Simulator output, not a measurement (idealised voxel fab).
This section sets out a process module, namely voxel trench capacitor.
Displayed cross-section: cut, width of 195 nm, square cells sized 5 nm.
Cross-section format: a grid of square cells, given as bands from top to bottom; each band is one or more rows of cells. The entry gives the band's vertical extent as a top height and a bottom height in nm, then its horizontal make-up as materials from left to right, each with a width in nm. "air" stands for empty space; a single material marked "everywhere" fills the band edge to edge. Height datum 0, below which the as-received substrate wafer is one material. Lowest band open at the bottom, running downward: "0 down". A width such as "30 to 40" changes by the same amount from each row of cells to the next, from the band's top row to its bottom row. Key: "nothing was modified" - step with no changed cell in the cross-section. "Enclosed voids": empty spaces of 8 cells or more with no open way to the top, each given as width x height at distance, distance from the left edge, all in nm. Past the settings on a step's line: simulator remark, on that step. On any step carrying a mask, the "overlay nm" setting, if present on the step's line, tells how far right of its planned place the mask lay; negative values point to the left.
Plan:
1: RECEIVE (material Si)
2: CONFORMAL_DEP (material SiN; thk nm 10)
3: PATTERN (tone open; mask id TRENCH; material resist; width nm 25; pitch nm 45; thk nm 15; overlay nm 0)
4: DIRECTIONAL_ETCH (etch materials SiN; depth nm 10)
5: DIRECTIONAL_ETCH (etch materials Si; depth nm 30)
6: STRIP (etch materials resist)
7: CONFORMAL_DEP (material Al2O3; thk nm 5)
8: CONFORMAL_DEP (material TiN; thk nm 5)
9: FILL_DEP (material W; thk nm 5)
10: CMP (height nm 10)
Received-state cross-section, reflecting completion of step 1:
- 0 down | Si everywhere
- Enclosed voids: none
Here's the cross-section of the first of our two wafers at the end of the module - it ran as planned:
- 10 to 0 | 40 of SiN, then 5 of Al2O3, then 5 of TiN, then 5 of W, then 5 of TiN, then 5 of Al2O3, then 20 of SiN, then 5 of Al2O3, then 5 of TiN, then 5 of W, then 5 of TiN, then 5 of Al2O3, then 20 of SiN, then 5 of Al2O3, then 5 of TiN, then 5 of W, then 5 of TiN, then 5 of Al2O3, then 40 of SiN
- 0 to -20 | 40 of Si, then 5 of Al2O3, then 5 of TiN, then 5 of W, then 5 of TiN, then 5 of Al2O3, then 20 of Si, then 5 of Al2O3, then 5 of TiN, then 5 of W, then 5 of TiN, then 5 of Al2O3, then 20 of Si, then 5 of Al2O3, then 5 of TiN, then 5 of W, then 5 of TiN, then 5 of Al2O3, then 40 of Si
- -20 to -25 | 40 of Si, then 5 of Al2O3, then 15 of TiN, then 5 of Al2O3, then 20 of Si, then 5 of Al2O3, then 15 of TiN, then 5 of Al2O3, then 20 of Si, then 5 of Al2O3, then 15 of TiN, then 5 of Al2O3, then 40 of Si
- -25 to -30 | 40 of Si, then 25 of Al2O3, then 20 of Si, then 25 of Al2O3, then 20 of Si, then 25 of Al2O3, then 40 of Si
- -30 down | Si everywhere
- Enclosed voids: none
This is the second of the two wafers, cross-sectioned at the end of the module; it started exactly like the first and was given the same plan, but it was run with one mistake:
- 10 to 0 | 40 of SiN, then 5 of TiN, then 5 of Al2O3, then 5 of W, then 5 of Al2O3, then 5 of TiN, then 20 of SiN, then 5 of TiN, then 5 of Al2O3, then 5 of W, then 5 of Al2O3, then 5 of TiN, then 20 of SiN, then 5 of TiN, then 5 of Al2O3, then 5 of W, then 5 of Al2O3, then 5 of TiN, then 40 of SiN
- 0 to -20 | 40 of Si, then 5 of TiN, then 5 of Al2O3, then 5 of W, then 5 of Al2O3, then 5 of TiN, then 20 of Si, then 5 of TiN, then 5 of Al2O3, then 5 of W, then 5 of Al2O3, then 5 of TiN, then 20 of Si, then 5 of TiN, then 5 of Al2O3, then 5 of W, then 5 of Al2O3, then 5 of TiN, then 40 of Si
- -20 to -25 | 40 of Si, then 5 of TiN, then 15 of Al2O3, then 5 of TiN, then 20 of Si, then 5 of TiN, then 15 of Al2O3, then 5 of TiN, then 20 of Si, then 5 of TiN, then 15 of Al2O3, then 5 of TiN, then 40 of Si
- -25 to -30 | 40 of Si, then 25 of TiN, then 20 of Si, then 25 of TiN, then 20 of Si, then 25 of TiN, then 40 of Si
- -30 down | Si everywhere
- Enclosed voids: none
What went wrong in running the wafer? note: step 7 <-> step 8, run order reversed vs plan
The second wafer ends with more or fewer cells of some materials than the first, per final count: 12 fewer of Al2O3 | 12 more of TiN
